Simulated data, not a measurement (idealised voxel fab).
process module | voxel local oxidation
cross-section cut | 210 nm wide | cells 5 nm
A cross-section is a grid of square cells, given in bands from the top down. A band is one or more rows of cells.
Each band's line starts with the height of the band's top and of its bottom, in nm. Then come its materials from left to right, each with its width in nm. One material with "throughout" fills the band from edge to edge. "air" is empty space.
Height 0 is the level under which the wafer as received is all one material. The lowest band goes on downwards, as in "0 down".
A width such as "30 to 40" changes by the same amount from each row of cells to the next, from the band's top row to its bottom row.
"no change" after a step means that no cell of the cross-section changed.
closed voids: empty space of 8 cells or more with no open way to the top, each as width x height at its distance from the left edge, in nm
after a step's settings: what the simulator itself notes on the step
overlay nm, on a step with a mask: how far to the right of its planned place the mask lay; to the left if negative
plan
1 op RECEIVE | material Si
2 op OXIDIZE | depth nm 5
3 op CONFORMAL_DEP | material SiN | thk nm 10
4 op DIRECTIONAL_DEP | material aC | thk nm 15
5 op PATTERN | tone cover | mask id ACTIVE | material resist | width nm 90 | thk nm 30 | overlay nm -15
6 op DIRECTIONAL_ETCH | etch materials aC | depth nm 15
7 op STRIP | etch materials resist
8 op DIRECTIONAL_ETCH | etch materials SiN | depth nm 10
9 op STRIP | etch materials aC
10 op SELECTIVE_ETCH | etch materials SiO2 | depth nm 5
11 op OXIDIZE | depth nm 15
12 op STRIP | etch materials SiN
varied across the wafers: overlay nm of step 5. The plan shows the first wafer's value. All wafers start alike
first wafer as received, after step 1
  0 down: Si throughout
  closed voids: none
first wafer at the end, after step 12
  0 to -5: air 50 | SiO2 80 | air 80
  -5 to -20: SiO2 65 | Si 50 | SiO2 95
  -20 down: Si throughout
  closed voids: none
last wafer at the end
  0 to -5: air 80 | SiO2 80 | air 50
  -5 to -20: SiO2 95 | Si 50 | SiO2 65
  -20 down: Si throughout
  closed voids: none
each wafer at the end: cells of each material gained (+) or lost (-) since it was received, then its closed voids
overlay nm -15 | -138 Si | +112 SiO2 | closed voids: none
overlay nm -10 | -138 Si | +112 SiO2 | closed voids: none
overlay nm -5 | -138 Si | +112 SiO2 | closed voids: none
overlay nm 0 | -138 Si | +112 SiO2 | closed voids: none
overlay nm 5 | -138 Si | +112 SiO2 | closed voids: none
overlay nm 10 | -138 Si | +112 SiO2 | closed voids: none
overlay nm 15 | -138 Si | +112 SiO2 | closed voids: none
